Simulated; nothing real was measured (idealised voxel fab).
Process module in this document: voxel self aligned vias
Cross-section cut spans 295 nm and uses square cells 5 nm in size.
For the purposes of this document, a cross-section shall be understood as a grid of square cells, specified as bands listed in top-to-bottom order, each band consisting of one or more rows of cells. Top, bottom (nm), then materials left to right with widths (nm); lone material tagged "full width" fills the whole band edge to edge; "blank" = empty space. Heights are expressed relative to 0, this being the level below which the as-received wafer comprises one material exclusively. The lowest band is unbounded in the downward direction and is denoted as in "from 0 down". Quick explanation for "30 to 40": the width changes in equal steps down the rows of cells, from the first number in the band's top row to the second number in its bottom row. Take "no alteration" at face value: in the step it is given for, the cross-section changed in none of its cells. Closed empty spaces (no open way to the top) of 8 cells or more are what "Non-vented voids" lists, each as width x height at distance from the left edge, nm for all three. Whatever follows a step's settings on its line is a remark the simulator itself makes about that step. overlay nm: step with mask; distance mask lay right of planned place; negative value = left of planned place.
Process steps - plan:
- 1: RECEIVE with material Si
- 2: CONFORMAL_DEP with material SiO2, thk nm 10
- 3: CONFORMAL_DEP with material SiCN, thk nm 5
- 4: DIRECTIONAL_DEP with material lowk, thk nm 30
- 5: DIRECTIONAL_DEP with material aC, thk nm 15
- 6: PATTERN with tone open, mask id LINES, material resist, width nm 20, pitch nm 70, thk nm 35, overlay nm 0
- 7: DIRECTIONAL_ETCH with etch materials aC, depth nm 15
- 8: STRIP with etch materials resist
- 9: DIRECTIONAL_ETCH with etch materials lowk, depth nm 30
- 10: STRIP with etch materials aC
- 11: CONFORMAL_DEP with material TiN, thk nm 5
- 12: FILL_DEP with material W, thk nm 10
- 13: CMP with height nm 45
- 14: SELECTIVE_ETCH with etch materials W Ru TiN, depth nm 10
- 15: FILL_DEP with material SiN, thk nm 10
- 16: CMP with height nm 45
- 17: DIRECTIONAL_DEP with material lowk, thk nm 20
- 18: PATTERN with tone open, mask id VIAS, material resist, width nm 40, thk nm 15, overlay nm 0
- 19: DIRECTIONAL_ETCH with etch materials lowk, depth nm 20
- 20: DIRECTIONAL_ETCH with etch materials SiN, depth nm 10
- 21: STRIP with etch materials resist
- 22: CONFORMAL_DEP with material TiN, thk nm 5
- 23: FILL_DEP with material W, thk nm 5
- 24: CMP with height nm 65
- 25: CONFORMAL_DEP with material SiCN, thk nm 5
Where the wafers of this document differ is in the width nm of step 6; they start out the same, and the plan states the value that applied to the first wafer.
Cross-section of the first of several wafers as received (after step 1):
	from 0 down: Si full width
	Non-vented voids: none
First wafer of several, cross-section, module end, after step 25 (last):
	from 70 to 65: SiCN full width
	from 65 to 50: lowk=90, TiN=5, W=30, TiN=5, lowk=165
	from 50 to 45: lowk=90, TiN=15, W=10, TiN=15, lowk=165
	from 45 to 40: lowk=100, TiN=5, W=10, TiN=5, lowk=50, SiN=20, lowk=105
	from 40 to 35: lowk=100, TiN=20, lowk=50, SiN=20, lowk=105
	from 35 to 20: lowk=100, TiN=5, W=10, TiN=5, lowk=50, TiN=5, W=10, TiN=5, lowk=105
	from 20 to 15: lowk=100, TiN=20, lowk=50, TiN=20, lowk=105
	from 15 to 10: SiCN full width
	from 10 to 0: SiO2 full width
	from 0 down: Si full width
	Non-vented voids: none
Last wafer at the end:
	from 70 to 65: SiCN full width
	from 65 to 45: lowk=90, TiN=5, W=30, TiN=5, lowk=165
	from 45 to 40: lowk=90, TiN=5, W=30, TiN=5, SiN=5, lowk=25, SiN=45, lowk=90
	from 40 to 35: lowk=90, TiN=40, SiN=5, lowk=25, SiN=45, lowk=90
	from 35 to 20: lowk=90, TiN=5, W=35, TiN=5, lowk=25, TiN=5, W=35, TiN=5, lowk=90
	from 20 to 15: lowk=90, TiN=45, lowk=25, TiN=45, lowk=90
	from 15 to 10: SiCN full width
	from 10 to 0: SiO2 full width
	from 0 down: Si full width
	Non-vented voids: none
Wafer rows; end of module; cells per material since receipt: (+) gained, (-) lost; then closed voids:
width nm 20 | +118 SiCN | +8 SiN | +118 SiO2 | +38 TiN | +34 W | +510 lowk | Non-vented voids: none
width nm 25 | +118 SiCN | +10 SiN | +118 SiO2 | +40 TiN | +42 W | +498 lowk | Non-vented voids: none
width nm 30 | +118 SiCN | +12 SiN | +118 SiO2 | +42 TiN | +50 W | +486 lowk | Non-vented voids: none
width nm 35 | +118 SiCN | +14 SiN | +118 SiO2 | +44 TiN | +58 W | +474 lowk | Non-vented voids: none
width nm 40 | +118 SiCN | +16 SiN | +118 SiO2 | +46 TiN | +66 W | +462 lowk | Non-vented voids: none
width nm 45 | +118 SiCN | +20 SiN | +118 SiO2 | +48 TiN | +72 W | +450 lowk | Non-vented voids: none
